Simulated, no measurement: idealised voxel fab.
process module | voxel gate over fins
cross-section cut | 275 nm wide | cells 5 nm
A cross-section is a grid of square cells, given in bands from the top down. A band is one or more rows of cells.
Each band's line starts with the height of the band's top and of its bottom, in nm. Then come its materials from left to right, each with its width in nm. One material with "throughout" fills the band from edge to edge. "air" is empty space.
Height 0 is the level under which the wafer as received is all one material. The lowest band goes on downwards, as in "0 down".
A width such as "30 to 40" changes by the same amount from each row of cells to the next, from the band's top row to its bottom row.
"no change" after a step means that no cell of the cross-section changed.
closed voids: empty space of 8 cells or more with no open way to the top, each as width x height at its distance from the left edge, in nm
after a step's settings: what the simulator itself notes on the step
overlay nm, on a step with a mask: how far to the right of its planned place the mask lay; to the left if negative
plan
1 op RECEIVE | material Si
2 op CONFORMAL_DEP | material SiN | thk nm 10
3 op PATTERN | tone cover | mask id FINS | material resist | width nm 15 | pitch nm 60 | thk nm 15 | overlay nm 0
4 op DIRECTIONAL_ETCH | etch materials SiN | depth nm 10
5 op DIRECTIONAL_ETCH | etch materials Si | depth nm 30
6 op STRIP | etch materials resist
7 op OXIDIZE | depth nm 5
8 op FILL_DEP | material SiO2 | thk nm 5
9 op CMP | height nm 10
10 op MASKED_ETCH | tone open | mask id RAIL | width nm 15 | etch materials SiO2 | depth nm 35 | overlay nm 0
11 op CONFORMAL_DEP | material TiN | thk nm 5
12 op FILL_DEP | material W | thk nm 5
13 op CMP | height nm 10
14 op SELECTIVE_ETCH | etch materials W Ru TiN | depth nm 30
15 op FILL_DEP | material SiO2 | thk nm 5
16 op CMP | height nm 10
17 op SELECTIVE_ETCH | etch materials SiO2 | depth nm 25
18 op STRIP | etch materials SiN
19 op CONFORMAL_DEP | material HfO2 | thk nm 5
20 op CONFORMAL_DEP | material TiN | thk nm 5
21 op CONFORMAL_DEP | material TiAl | thk nm 5
22 op CONFORMAL_DEP | material TiN | thk nm 5
23 op FILL_DEP | material W | thk nm 15
24 op CMP | height nm 30
25 op CONFORMAL_DEP | material SiCN | thk nm 5
first wafer, as planned
as received, after step 1
  0 down: Si throughout
  closed voids: none
after step 2
  10 to 0: SiN throughout
  below 0: unchanged
after step 3
  25 to 10: air 70 | resist 15 | air 45 | resist 15 | air 45 | resist 15 | air 70
  below 10: unchanged
after step 4
  25 to 10: air 70 | resist 15 | air 45 | resist 15 | air 45 | resist 15 | air 70
  10 to 0: air 70 | SiN 15 | air 45 | SiN 15 | air 45 | SiN 15 | air 70
  below 0: unchanged
after step 5
  25 to 10: air 70 | resist 15 | air 45 | resist 15 | air 45 | resist 15 | air 70
  10 to 0: air 70 | SiN 15 | air 45 | SiN 15 | air 45 | SiN 15 | air 70
  0 to -30: air 70 | Si 15 | air 45 | Si 15 | air 45 | Si 15 | air 70
  below -30: unchanged
after step 6
  10 to 0: air 70 | SiN 15 | air 45 | SiN 15 | air 45 | SiN 15 | air 70
  below 0: unchanged
after step 7
  10 to 0: air 70 | SiN 15 | air 45 | SiN 15 | air 45 | SiN 15 | air 70
  0 to -30: air 70 | SiO2 5 | Si 5 | SiO2 5 | air 45 | SiO2 5 | Si 5 | SiO2 5 | air 45 | SiO2 5 | Si 5 | SiO2 5 | air 70
  -30 to -35: SiO2 75 | Si 5 | SiO2 55 | Si 5 | SiO2 55 | Si 5 | SiO2 75
  below -35: unchanged
after step 8
  15 to 10: SiO2 throughout
  10 to 0: SiO2 70 | SiN 15 | SiO2 45 | SiN 15 | SiO2 45 | SiN 15 | SiO2 70
  0 to -35: SiO2 75 | Si 5 | SiO2 55 | Si 5 | SiO2 55 | Si 5 | SiO2 75
  below -35: unchanged
after step 9
  10 to 0: SiO2 70 | SiN 15 | SiO2 45 | SiN 15 | SiO2 45 | SiN 15 | SiO2 70
  below 0: unchanged
after step 10
  10 to 0: SiO2 70 | SiN 15 | SiO2 15 | air 15 | SiO2 15 | SiN 15 | SiO2 45 | SiN 15 | SiO2 70
  0 to -25: SiO2 75 | Si 5 | SiO2 20 | air 15 | SiO2 20 | Si 5 | SiO2 55 | Si 5 | SiO2 75
  below -25: unchanged
after step 11
  15 to 10: TiN 105 | air 5 | TiN 165
  10 to 0: SiO2 70 | SiN 15 | SiO2 15 | TiN 5 | air 5 | TiN 5 | SiO2 15 | SiN 15 | SiO2 45 | SiN 15 | SiO2 70
  0 to -20: SiO2 75 | Si 5 | SiO2 20 | TiN 5 | air 5 | TiN 5 | SiO2 20 | Si 5 | SiO2 55 | Si 5 | SiO2 75
  -20 to -25: SiO2 75 | Si 5 | SiO2 20 | TiN 15 | SiO2 20 | Si 5 | SiO2 55 | Si 5 | SiO2 75
  below -25: unchanged
after step 12
  20 to 15: W throughout
  15 to 10: TiN 105 | W 5 | TiN 165
  10 to 0: SiO2 70 | SiN 15 | SiO2 15 | TiN 5 | W 5 | TiN 5 | SiO2 15 | SiN 15 | SiO2 45 | SiN 15 | SiO2 70
  0 to -20: SiO2 75 | Si 5 | SiO2 20 | TiN 5 | W 5 | TiN 5 | SiO2 20 | Si 5 | SiO2 55 | Si 5 | SiO2 75
  below -20: unchanged
after step 13
  10 to 0: SiO2 70 | SiN 15 | SiO2 15 | TiN 5 | W 5 | TiN 5 | SiO2 15 | SiN 15 | SiO2 45 | SiN 15 | SiO2 70
  below 0: unchanged
after step 14
  10 to 0: SiO2 70 | SiN 15 | SiO2 15 | air 15 | SiO2 15 | SiN 15 | SiO2 45 | SiN 15 | SiO2 70
  0 to -20: SiO2 75 | Si 5 | SiO2 20 | air 15 | SiO2 20 | Si 5 | SiO2 55 | Si 5 | SiO2 75
  below -20: unchanged
after step 15
  15 to 10: SiO2 throughout
  10 to 0: SiO2 70 | SiN 15 | SiO2 45 | SiN 15 | SiO2 45 | SiN 15 | SiO2 70
  0 to -20: SiO2 75 | Si 5 | SiO2 55 | Si 5 | SiO2 55 | Si 5 | SiO2 75
  below -20: unchanged
after step 16
  10 to 0: SiO2 70 | SiN 15 | SiO2 45 | SiN 15 | SiO2 45 | SiN 15 | SiO2 70
  below 0: unchanged
after step 17
  10 to 0: air 70 | SiN 15 | air 45 | SiN 15 | air 45 | SiN 15 | air 70
  0 to -15: air 75 | Si 5 | air 55 | Si 5 | air 55 | Si 5 | air 75
  below -15: unchanged
after step 18
  0 to -15: air 75 | Si 5 | air 55 | Si 5 | air 55 | Si 5 | air 75
  below -15: unchanged
after step 19
  5 to 0: air 70 | HfO2 15 | air 45 | HfO2 15 | air 45 | HfO2 15 | air 70
  0 to -10: air 70 | HfO2 5 | Si 5 | HfO2 5 | air 45 | HfO2 5 | Si 5 | HfO2 5 | air 45 | HfO2 5 | Si 5 | HfO2 5 | air 70
  -10 to -15: HfO2 75 | Si 5 | HfO2 55 | Si 5 | HfO2 55 | Si 5 | HfO2 75
  below -15: unchanged
after step 20
  10 to 5: air 65 | TiN 25 | air 35 | TiN 25 | air 35 | TiN 25 | air 65
  5 to 0: air 65 | TiN 5 | HfO2 15 | TiN 5 | air 35 | TiN 5 | HfO2 15 | TiN 5 | air 35 | TiN 5 | HfO2 15 | TiN 5 | air 65
  0 to -5: air 65 | TiN 5 | HfO2 5 | Si 5 | HfO2 5 | TiN 5 | air 35 | TiN 5 | HfO2 5 | Si 5 | HfO2 5 | TiN 5 | air 35 | TiN 5 | HfO2 5 | Si 5 | HfO2 5 | TiN 5 | air 65
  -5 to -10: TiN 70 | HfO2 5 | Si 5 | HfO2 5 | TiN 45 | HfO2 5 | Si 5 | HfO2 5 | TiN 45 | HfO2 5 | Si 5 | HfO2 5 | TiN 70
  below -10: unchanged
after step 21
  15 to 10: air 60 | TiAl 35 | air 25 | TiAl 35 | air 25 | TiAl 35 | air 60
  10 to 5: air 60 | TiAl 5 | TiN 25 | TiAl 5 | air 25 | TiAl 5 | TiN 25 | TiAl 5 | air 25 | TiAl 5 | TiN 25 | TiAl 5 | air 60
  5 to 0: air 60 | TiAl 5 | TiN 5 | HfO2 15 | TiN 5 | TiAl 5 | air 25 | TiAl 5 | TiN 5 | HfO2 15 | TiN 5 | TiAl 5 | air 25 | TiAl 5 | TiN 5 | HfO2 15 | TiN 5 | TiAl 5 | air 60
  0 to -5: TiAl 65 | TiN 5 | HfO2 5 | Si 5 | HfO2 5 | TiN 5 | TiAl 35 | TiN 5 | HfO2 5 | Si 5 | HfO2 5 | TiN 5 | TiAl 35 | TiN 5 | HfO2 5 | Si 5 | HfO2 5 | TiN 5 | TiAl 65
  below -5: unchanged
after step 22
  20 to 15: air 55 | TiN 45 | air 15 | TiN 45 | air 15 | TiN 45 | air 55
  15 to 10: air 55 | TiN 5 | TiAl 35 | TiN 5 | air 15 | TiN 5 | TiAl 35 | TiN 5 | air 15 | TiN 5 | TiAl 35 | TiN 5 | air 55
  10 to 5: air 55 | TiN 5 | TiAl 5 | TiN 25 | TiAl 5 | TiN 5 | air 15 | TiN 5 | TiAl 5 | TiN 25 | TiAl 5 | TiN 5 | air 15 | TiN 5 | TiAl 5 | TiN 25 | TiAl 5 | TiN 5 | air 55
  5 to 0: TiN 60 | TiAl 5 | TiN 5 | HfO2 15 | TiN 5 | TiAl 5 | TiN 25 | TiAl 5 | TiN 5 | HfO2 15 | TiN 5 | TiAl 5 | TiN 25 | TiAl 5 | TiN 5 | HfO2 15 | TiN 5 | TiAl 5 | TiN 60
  below 0: unchanged
after step 23
  35 to 20: W throughout
  20 to 15: W 55 | TiN 45 | W 15 | TiN 45 | W 15 | TiN 45 | W 55
  15 to 10: W 55 | TiN 5 | TiAl 35 | TiN 5 | W 15 | TiN 5 | TiAl 35 | TiN 5 | W 15 | TiN 5 | TiAl 35 | TiN 5 | W 55
  10 to 5: W 55 | TiN 5 | TiAl 5 | TiN 25 | TiAl 5 | TiN 5 | W 15 | TiN 5 | TiAl 5 | TiN 25 | TiAl 5 | TiN 5 | W 15 | TiN 5 | TiAl 5 | TiN 25 | TiAl 5 | TiN 5 | W 55
  below 5: unchanged
after step 24
  30 to 20: W throughout
  below 20: unchanged
after step 25
  35 to 30: SiCN throughout
  below 30: unchanged
second wafer: like start, like plan, one mistake. Through step 9 it matches the first wafer
when step 10 should have ended
  10 to 0: SiO2 70 | SiN 15 | SiO2 10 | air 25 | SiO2 10 | SiN 15 | SiO2 45 | SiN 15 | SiO2 70
  0 to -25: SiO2 75 | Si 5 | SiO2 15 | air 25 | SiO2 15 | Si 5 | SiO2 55 | Si 5 | SiO2 75
  below -25: unchanged
when step 11 should have ended
  15 to 10: TiN 100 | air 15 | TiN 160
  10 to 0: SiO2 70 | SiN 15 | SiO2 10 | TiN 5 | air 15 | TiN 5 | SiO2 10 | SiN 15 | SiO2 45 | SiN 15 | SiO2 70
  0 to -20: SiO2 75 | Si 5 | SiO2 15 | TiN 5 | air 15 | TiN 5 | SiO2 15 | Si 5 | SiO2 55 | Si 5 | SiO2 75
  -20 to -25: SiO2 75 | Si 5 | SiO2 15 | TiN 25 | SiO2 15 | Si 5 | SiO2 55 | Si 5 | SiO2 75
  below -25: unchanged
when step 12 should have ended
  20 to 15: W throughout
  15 to 10: TiN 100 | W 15 | TiN 160
  10 to 0: SiO2 70 | SiN 15 | SiO2 10 | TiN 5 | W 15 | TiN 5 | SiO2 10 | SiN 15 | SiO2 45 | SiN 15 | SiO2 70
  0 to -20: SiO2 75 | Si 5 | SiO2 15 | TiN 5 | W 15 | TiN 5 | SiO2 15 | Si 5 | SiO2 55 | Si 5 | SiO2 75
  below -20: unchanged
when step 13 should have ended
  10 to 0: SiO2 70 | SiN 15 | SiO2 10 | TiN 5 | W 15 | TiN 5 | SiO2 10 | SiN 15 | SiO2 45 | SiN 15 | SiO2 70
  below 0: unchanged
when step 14 should have ended
  10 to 0: SiO2 70 | SiN 15 | SiO2 10 | air 25 | SiO2 10 | SiN 15 | SiO2 45 | SiN 15 | SiO2 70
  0 to -20: SiO2 75 | Si 5 | SiO2 15 | air 25 | SiO2 15 | Si 5 | SiO2 55 | Si 5 | SiO2 75
  below -20: unchanged
when step 15 should have ended
  15 to 10: SiO2 throughout
  10 to 0: SiO2 70 | SiN 15 | SiO2 45 | SiN 15 | SiO2 45 | SiN 15 | SiO2 70
  0 to -20: SiO2 75 | Si 5 | SiO2 55 | Si 5 | SiO2 55 | Si 5 | SiO2 75
  below -20: unchanged
when step 16 should have ended
  10 to 0: SiO2 70 | SiN 15 | SiO2 45 | SiN 15 | SiO2 45 | SiN 15 | SiO2 70
  below 0: unchanged
when step 17 should have ended
  10 to 0: air 70 | SiN 15 | air 45 | SiN 15 | air 45 | SiN 15 | air 70
  0 to -15: air 75 | Si 5 | air 55 | Si 5 | air 55 | Si 5 | air 75
  below -15: unchanged
when step 18 should have ended
  0 to -15: air 75 | Si 5 | air 55 | Si 5 | air 55 | Si 5 | air 75
  below -15: unchanged
when step 19 should have ended
  5 to 0: air 70 | HfO2 15 | air 45 | HfO2 15 | air 45 | HfO2 15 | air 70
  0 to -10: air 70 | HfO2 5 | Si 5 | HfO2 5 | air 45 | HfO2 5 | Si 5 | HfO2 5 | air 45 | HfO2 5 | Si 5 | HfO2 5 | air 70
  -10 to -15: HfO2 75 | Si 5 | HfO2 55 | Si 5 | HfO2 55 | Si 5 | HfO2 75
  below -15: unchanged
when step 20 should have ended
  10 to 5: air 65 | TiN 25 | air 35 | TiN 25 | air 35 | TiN 25 | air 65
  5 to 0: air 65 | TiN 5 | HfO2 15 | TiN 5 | air 35 | TiN 5 | HfO2 15 | TiN 5 | air 35 | TiN 5 | HfO2 15 | TiN 5 | air 65
  0 to -5: air 65 | TiN 5 | HfO2 5 | Si 5 | HfO2 5 | TiN 5 | air 35 | TiN 5 | HfO2 5 | Si 5 | HfO2 5 | TiN 5 | air 35 | TiN 5 | HfO2 5 | Si 5 | HfO2 5 | TiN 5 | air 65
  -5 to -10: TiN 70 | HfO2 5 | Si 5 | HfO2 5 | TiN 45 | HfO2 5 | Si 5 | HfO2 5 | TiN 45 | HfO2 5 | Si 5 | HfO2 5 | TiN 70
  below -10: unchanged
when step 21 should have ended
  15 to 10: air 60 | TiAl 35 | air 25 | TiAl 35 | air 25 | TiAl 35 | air 60
  10 to 5: air 60 | TiAl 5 | TiN 25 | TiAl 5 | air 25 | TiAl 5 | TiN 25 | TiAl 5 | air 25 | TiAl 5 | TiN 25 | TiAl 5 | air 60
  5 to 0: air 60 | TiAl 5 | TiN 5 | HfO2 15 | TiN 5 | TiAl 5 | air 25 | TiAl 5 | TiN 5 | HfO2 15 | TiN 5 | TiAl 5 | air 25 | TiAl 5 | TiN 5 | HfO2 15 | TiN 5 | TiAl 5 | air 60
  0 to -5: TiAl 65 | TiN 5 | HfO2 5 | Si 5 | HfO2 5 | TiN 5 | TiAl 35 | TiN 5 | HfO2 5 | Si 5 | HfO2 5 | TiN 5 | TiAl 35 | TiN 5 | HfO2 5 | Si 5 | HfO2 5 | TiN 5 | TiAl 65
  below -5: unchanged
when step 22 should have ended
  20 to 15: air 55 | TiN 45 | air 15 | TiN 45 | air 15 | TiN 45 | air 55
  15 to 10: air 55 | TiN 5 | TiAl 35 | TiN 5 | air 15 | TiN 5 | TiAl 35 | TiN 5 | air 15 | TiN 5 | TiAl 35 | TiN 5 | air 55
  10 to 5: air 55 | TiN 5 | TiAl 5 | TiN 25 | TiAl 5 | TiN 5 | air 15 | TiN 5 | TiAl 5 | TiN 25 | TiAl 5 | TiN 5 | air 15 | TiN 5 | TiAl 5 | TiN 25 | TiAl 5 | TiN 5 | air 55
  5 to 0: TiN 60 | TiAl 5 | TiN 5 | HfO2 15 | TiN 5 | TiAl 5 | TiN 25 | TiAl 5 | TiN 5 | HfO2 15 | TiN 5 | TiAl 5 | TiN 25 | TiAl 5 | TiN 5 | HfO2 15 | TiN 5 | TiAl 5 | TiN 60
  below 0: unchanged
when step 23 should have ended
  35 to 20: W throughout
  20 to 15: W 55 | TiN 45 | W 15 | TiN 45 | W 15 | TiN 45 | W 55
  15 to 10: W 55 | TiN 5 | TiAl 35 | TiN 5 | W 15 | TiN 5 | TiAl 35 | TiN 5 | W 15 | TiN 5 | TiAl 35 | TiN 5 | W 55
  10 to 5: W 55 | TiN 5 | TiAl 5 | TiN 25 | TiAl 5 | TiN 5 | W 15 | TiN 5 | TiAl 5 | TiN 25 | TiAl 5 | TiN 5 | W 15 | TiN 5 | TiAl 5 | TiN 25 | TiAl 5 | TiN 5 | W 55
  below 5: unchanged
when step 24 should have ended
  30 to 20: W throughout
  below 20: unchanged
when step 25 should have ended
  35 to 30: SiCN throughout
  below 30: unchanged
what went wrong: step 10 ran as: op MASKED_ETCH | tone open | mask id RAIL | width nm 25 | etch materials SiO2 | depth nm 35 | overlay nm 0
at the end the second wafer has, in cells: 2 fewer of SiO2 | 2 more of TiN
